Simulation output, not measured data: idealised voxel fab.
process module | voxel self aligned contacts
cross-section cut | 200 nm wide | cells 5 nm
A cross-section is a grid of square cells, given in bands from the top down. A band is one or more rows of cells.
Each band's line starts with the height of the band's top and of its bottom, in nm. Then come its materials from left to right, each with its width in nm. One material with "throughout" fills the band from edge to edge. "air" is empty space.
Height 0 is the level under which the wafer as received is all one material. The lowest band goes on downwards, as in "0 down".
A width such as "30 to 40" changes by the same amount from each row of cells to the next, from the band's top row to its bottom row.
"no change" after a step means that no cell of the cross-section changed.
closed voids: empty space of 8 cells or more with no open way to the top, each as width x height at its distance from the left edge, in nm
after a step's settings: what the simulator itself notes on the step
overlay nm, on a step with a mask: how far to the right of its planned place the mask lay; to the left if negative
plan
1 op RECEIVE | material Si
2 op OXIDIZE | depth nm 5
3 op DIRECTIONAL_DEP | material polySi | thk nm 20
4 op DIRECTIONAL_DEP | material SiN | thk nm 25
5 op DIRECTIONAL_DEP | material aC | thk nm 10
6 op PATTERN | tone cover | mask id GATE | material resist | width nm 30 | pitch nm 65 | thk nm 30 | overlay nm 0
7 op DIRECTIONAL_ETCH | etch materials aC | depth nm 10
8 op STRIP | etch materials resist
9 op DIRECTIONAL_ETCH | etch materials SiN | depth nm 25
10 op DIRECTIONAL_ETCH | etch materials polySi | depth nm 20
11 op STRIP | etch materials aC
12 op CONFORMAL_DEP | material SiN | thk nm 10
13 op DIRECTIONAL_ETCH | etch materials SiN | depth nm 10
14 op FILL_DEP | material SiO2 | thk nm 20
15 op CMP | height nm 55
16 op MASKED_ETCH | tone open | mask id CONTACT | width nm 45 | pitch nm 65 | etch materials SiO2 | depth nm 60 | overlay nm 0
17 op CONFORMAL_DEP | material TiN | thk nm 5
18 op FILL_DEP | material Ru | thk nm 10
19 op CMP | height nm 55
20 op CONFORMAL_DEP | material SiN | thk nm 5
first wafer, as planned
as received, after step 1
  0 down: Si throughout
  closed voids: none
after step 2
  0 to -5: SiO2 throughout
  below -5: unchanged
after step 3
  20 to 0: polySi throughout
  below 0: unchanged
after step 4
  45 to 20: SiN throughout
  below 20: unchanged
after step 5
  55 to 45: aC throughout
  below 45: unchanged
after step 6
  85 to 55: air 20 | resist 30 | air 35 | resist 30 | air 35 | resist 30 | air 20
  below 55: unchanged
after step 7
  75 to 55: air 20 | resist 30 | air 35 | resist 30 | air 35 | resist 30 | air 20
  55 to 45: air 20 | aC 30 | air 35 | aC 30 | air 35 | aC 30 | air 20
  below 45: unchanged
after step 8
  55 to 45: air 20 | aC 30 | air 35 | aC 30 | air 35 | aC 30 | air 20
  below 45: unchanged
after step 9
  55 to 45: air 20 | aC 30 | air 35 | aC 30 | air 35 | aC 30 | air 20
  45 to 20: air 20 | SiN 30 | air 35 | SiN 30 | air 35 | SiN 30 | air 20
  below 20: unchanged
after step 10
  55 to 45: air 20 | aC 30 | air 35 | aC 30 | air 35 | aC 30 | air 20
  45 to 20: air 20 | SiN 30 | air 35 | SiN 30 | air 35 | SiN 30 | air 20
  20 to 0: air 20 | polySi 30 | air 35 | polySi 30 | air 35 | polySi 30 | air 20
  below 0: unchanged
after step 11
  45 to 20: air 20 | SiN 30 | air 35 | SiN 30 | air 35 | SiN 30 | air 20
  below 20: unchanged
after step 12
  55 to 20: air 10 | SiN 50 | air 15 | SiN 50 | air 15 | SiN 50 | air 10
  20 to 10: air 10 | SiN 10 | polySi 30 | SiN 10 | air 15 | SiN 10 | polySi 30 | SiN 10 | air 15 | SiN 10 | polySi 30 | SiN 10 | air 10
  10 to 0: SiN 20 | polySi 30 | SiN 35 | polySi 30 | SiN 35 | polySi 30 | SiN 20
  below 0: unchanged
after step 13
  45 to 20: air 10 | SiN 50 | air 15 | SiN 50 | air 15 | SiN 50 | air 10
  20 to 0: air 10 | SiN 10 | polySi 30 | SiN 10 | air 15 | SiN 10 | polySi 30 | SiN 10 | air 15 | SiN 10 | polySi 30 | SiN 10 | air 10
  below 0: unchanged
after step 14
  65 to 45: SiO2 throughout
  45 to 20: SiO2 10 | SiN 50 | SiO2 15 | SiN 50 | SiO2 15 | SiN 50 | SiO2 10
  20 to 0: SiO2 10 | SiN 10 | polySi 30 | SiN 10 | SiO2 15 | SiN 10 | polySi 30 | SiN 10 | SiO2 15 | SiN 10 | polySi 30 | SiN 10 | SiO2 10
  below 0: unchanged
after step 15
  55 to 45: SiO2 throughout
  below 45: unchanged
after step 16
  55 to 45: SiO2 45 | air 45 | SiO2 20 | air 45 | SiO2 45
  45 to 20: SiO2 10 | SiN 50 | air 15 | SiN 50 | air 15 | SiN 50 | SiO2 10
  20 to 0: SiO2 10 | SiN 10 | polySi 30 | SiN 10 | air 15 | SiN 10 | polySi 30 | SiN 10 | air 15 | SiN 10 | polySi 30 | SiN 10 | SiO2 10
  0 to -5: SiO2 60 | air 15 | SiO2 50 | air 15 | SiO2 60
  below -5: unchanged
after step 17
  60 to 55: TiN 50 | air 35 | TiN 30 | air 35 | TiN 50
  55 to 45: SiO2 45 | TiN 5 to 20 | air 35 to 5 | TiN 5 to 20 | SiO2 20 | TiN 5 to 20 | air 35 to 5 | TiN 5 to 20 | SiO2 45
  45 to 20: SiO2 10 | SiN 50 | TiN 5 | air 5 | TiN 5 | SiN 50 | TiN 5 | air 5 | TiN 5 | SiN 50 | SiO2 10
  20 to 0: SiO2 10 | SiN 10 | polySi 30 | SiN 10 | TiN 5 | air 5 | TiN 5 | SiN 10 | polySi 30 | SiN 10 | TiN 5 | air 5 | TiN 5 | SiN 10 | polySi 30 | SiN 10 | SiO2 10
  0 to -5: SiO2 60 | TiN 15 | SiO2 50 | TiN 15 | SiO2 60
  below -5: unchanged
after step 18
  70 to 60: Ru throughout
  60 to 55: TiN 50 | Ru 35 | TiN 30 | Ru 35 | TiN 50
  55 to 45: SiO2 45 | TiN 5 to 20 | Ru 35 to 5 | TiN 5 to 20 | SiO2 20 | TiN 5 to 20 | Ru 35 to 5 | TiN 5 to 20 | SiO2 45
  45 to 20: SiO2 10 | SiN 50 | TiN 5 | Ru 5 | TiN 5 | SiN 50 | TiN 5 | Ru 5 | TiN 5 | SiN 50 | SiO2 10
  20 to 0: SiO2 10 | SiN 10 | polySi 30 | SiN 10 | TiN 5 | Ru 5 | TiN 5 | SiN 10 | polySi 30 | SiN 10 | TiN 5 | Ru 5 | TiN 5 | SiN 10 | polySi 30 | SiN 10 | SiO2 10
  below 0: unchanged
after step 19
  55 to 45: SiO2 45 | TiN 5 to 20 | Ru 35 to 5 | TiN 5 to 20 | SiO2 20 | TiN 5 to 20 | Ru 35 to 5 | TiN 5 to 20 | SiO2 45
  below 45: unchanged
after step 20
  60 to 55: SiN throughout
  below 55: unchanged
second wafer: like start, like plan, one mistake. Through step 2 it matches the first wafer
when step 3 should have ended
  25 to 0: SiN throughout
  below 0: unchanged
when step 4 should have ended
  45 to 25: polySi throughout
  below 25: unchanged
when step 5 should have ended
  55 to 45: aC throughout
  below 45: unchanged
when step 6 should have ended
  85 to 55: air 20 | resist 30 | air 35 | resist 30 | air 35 | resist 30 | air 20
  below 55: unchanged
when step 7 should have ended
  75 to 55: air 20 | resist 30 | air 35 | resist 30 | air 35 | resist 30 | air 20
  55 to 45: air 20 | aC 30 | air 35 | aC 30 | air 35 | aC 30 | air 20
  below 45: unchanged
when step 8 should have ended
  55 to 45: air 20 | aC 30 | air 35 | aC 30 | air 35 | aC 30 | air 20
  below 45: unchanged
when step 9 should have ended: no change
when step 10 should have ended
  55 to 45: air 20 | aC 30 | air 35 | aC 30 | air 35 | aC 30 | air 20
  45 to 25: air 20 | polySi 30 | air 35 | polySi 30 | air 35 | polySi 30 | air 20
  below 25: unchanged
when step 11 should have ended
  45 to 25: air 20 | polySi 30 | air 35 | polySi 30 | air 35 | polySi 30 | air 20
  below 25: unchanged
when step 12 should have ended
  55 to 45: air 10 | SiN 50 | air 15 | SiN 50 | air 15 | SiN 50 | air 10
  45 to 35: air 10 | SiN 10 | polySi 30 | SiN 10 | air 15 | SiN 10 | polySi 30 | SiN 10 | air 15 | SiN 10 | polySi 30 | SiN 10 | air 10
  35 to 25: SiN 20 | polySi 30 | SiN 35 | polySi 30 | SiN 35 | polySi 30 | SiN 20
  below 25: unchanged
when step 13 should have ended
  45 to 25: air 10 | SiN 10 | polySi 30 | SiN 10 | air 15 | SiN 10 | polySi 30 | SiN 10 | air 15 | SiN 10 | polySi 30 | SiN 10 | air 10
  below 25: unchanged
when step 14 should have ended
  65 to 45: SiO2 throughout
  45 to 25: SiO2 10 | SiN 10 | polySi 30 | SiN 10 | SiO2 15 | SiN 10 | polySi 30 | SiN 10 | SiO2 15 | SiN 10 | polySi 30 | SiN 10 | SiO2 10
  below 25: unchanged
when step 15 should have ended
  55 to 45: SiO2 throughout
  below 45: unchanged
when step 16 should have ended
  55 to 45: SiO2 45 | air 45 | SiO2 20 | air 45 | SiO2 45
  45 to 25: SiO2 10 | SiN 10 | polySi 30 | SiN 10 | air 15 | SiN 10 | polySi 30 | SiN 10 | air 15 | SiN 10 | polySi 30 | SiN 10 | SiO2 10
  below 25: unchanged
when step 17 should have ended
  60 to 55: TiN 50 | air 35 | TiN 30 | air 35 | TiN 50
  55 to 45: SiO2 45 | TiN 5 to 20 | air 35 to 5 | TiN 5 to 20 | SiO2 20 | TiN 5 to 20 | air 35 to 5 | TiN 5 to 20 | SiO2 45
  45 to 30: SiO2 10 | SiN 10 | polySi 30 | SiN 10 | TiN 5 | air 5 | TiN 5 | SiN 10 | polySi 30 | SiN 10 | TiN 5 | air 5 | TiN 5 | SiN 10 | polySi 30 | SiN 10 | SiO2 10
  30 to 25: SiO2 10 | SiN 10 | polySi 30 | SiN 10 | TiN 15 | SiN 10 | polySi 30 | SiN 10 | TiN 15 | SiN 10 | polySi 30 | SiN 10 | SiO2 10
  below 25: unchanged
when step 18 should have ended
  70 to 60: Ru throughout
  60 to 55: TiN 50 | Ru 35 | TiN 30 | Ru 35 | TiN 50
  55 to 45: SiO2 45 | TiN 5 to 20 | Ru 35 to 5 | TiN 5 to 20 | SiO2 20 | TiN 5 to 20 | Ru 35 to 5 | TiN 5 to 20 | SiO2 45
  45 to 30: SiO2 10 | SiN 10 | polySi 30 | SiN 10 | TiN 5 | Ru 5 | TiN 5 | SiN 10 | polySi 30 | SiN 10 | TiN 5 | Ru 5 | TiN 5 | SiN 10 | polySi 30 | SiN 10 | SiO2 10
  below 30: unchanged
when step 19 should have ended
  55 to 45: SiO2 45 | TiN 5 to 20 | Ru 35 to 5 | TiN 5 to 20 | SiO2 20 | TiN 5 to 20 | Ru 35 to 5 | TiN 5 to 20 | SiO2 45
  below 45: unchanged
when step 20 should have ended
  60 to 55: SiN throughout
  below 55: unchanged
what went wrong: steps 3 and 4 were swapped
at the end the second wafer has, in cells: 12 fewer of Ru | 50 more of SiN | 14 fewer of SiO2 | 24 fewer of TiN
